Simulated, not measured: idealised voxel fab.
process module | voxel tone inversion
cross-section cut | 240 nm wide | cells 5 nm
A cross-section is a grid of square cells, given in bands from the top down. A band is one or more rows of cells.
Each band's line starts with the height of the band's top and of its bottom, in nm. Then come its materials from left to right, each with its width in nm. One material with "throughout" fills the band from edge to edge. "air" is empty space.
Height 0 is the level under which the wafer as received is all one material. The lowest band goes on downwards, as in "0 down".
A width such as "30 to 40" changes by the same amount from each row of cells to the next, from the band's top row to its bottom row.
"no change" after a step means that no cell of the cross-section changed.
closed voids: empty space of 8 cells or more with no open way to the top, each as width x height at its distance from the left edge, in nm
after a step's settings: what the simulator itself notes on the step
overlay nm, on a step with a mask: how far to the right of its planned place the mask lay; to the left if negative
plan
1 op RECEIVE | material Si
2 op CONFORMAL_DEP | material SiCN | thk nm 5
3 op DIRECTIONAL_DEP | material polySi | thk nm 20
4 op PATTERN | tone cover | mask id POSTS | material resist | width nm 25 | pitch nm 55 | thk nm 30 | overlay nm 0
5 op DIRECTIONAL_ETCH | etch materials polySi | depth nm 20
6 op STRIP | etch materials resist
7 op FILL_DEP | material lowk | thk nm 10
8 op CMP | height nm 25
9 op STRIP | etch materials polySi
first wafer, as planned
as received, after step 1
  0 down: Si throughout
  closed voids: none
after step 2
  5 to 0: SiCN throughout
  below 0: unchanged
after step 3
  25 to 5: polySi throughout
  below 5: unchanged
after step 4
  55 to 25: air 50 | resist 25 | air 30 | resist 25 | air 30 | resist 25 | air 55
  below 25: unchanged
after step 5
  55 to 25: air 50 | resist 25 | air 30 | resist 25 | air 30 | resist 25 | air 55
  25 to 5: air 50 | polySi 25 | air 30 | polySi 25 | air 30 | polySi 25 | air 55
  below 5: unchanged
after step 6
  25 to 5: air 50 | polySi 25 | air 30 | polySi 25 | air 30 | polySi 25 | air 55
  below 5: unchanged
after step 7
  35 to 25: lowk throughout
  25 to 5: lowk 50 | polySi 25 | lowk 30 | polySi 25 | lowk 30 | polySi 25 | lowk 55
  below 5: unchanged
after step 8
  25 to 5: lowk 50 | polySi 25 | lowk 30 | polySi 25 | lowk 30 | polySi 25 | lowk 55
  below 5: unchanged
after step 9
  25 to 5: lowk 50 | air 25 | lowk 30 | air 25 | lowk 30 | air 25 | lowk 55
  below 5: unchanged
second wafer: like start, like plan, one mistake. Through step 3 it matches the first wafer
when step 4 should have ended
  55 to 25: resist 50 | air 25 | resist 30 | air 25 | resist 30 | air 25 | resist 55
  below 25: unchanged
when step 5 should have ended
  55 to 25: resist 50 | air 25 | resist 30 | air 25 | resist 30 | air 25 | resist 55
  25 to 5: polySi 50 | air 25 | polySi 30 | air 25 | polySi 30 | air 25 | polySi 55
  below 5: unchanged
when step 6 should have ended
  25 to 5: polySi 50 | air 25 | polySi 30 | air 25 | polySi 30 | air 25 | polySi 55
  below 5: unchanged
when step 7 should have ended
  35 to 25: lowk throughout
  25 to 5: polySi 50 | lowk 25 | polySi 30 | lowk 25 | polySi 30 | lowk 25 | polySi 55
  below 5: unchanged
when step 8 should have ended
  25 to 5: polySi 50 | lowk 25 | polySi 30 | lowk 25 | polySi 30 | lowk 25 | polySi 55
  below 5: unchanged
when step 9 should have ended
  25 to 5: air 50 | lowk 25 | air 30 | lowk 25 | air 30 | lowk 25 | air 55
  below 5: unchanged
what went wrong: step 4 ran as: op PATTERN | tone open | mask id POSTS | material resist | width nm 25 | pitch nm 55 | thk nm 30 | overlay nm 0
at the end the second wafer has, in cells: 72 fewer of lowk
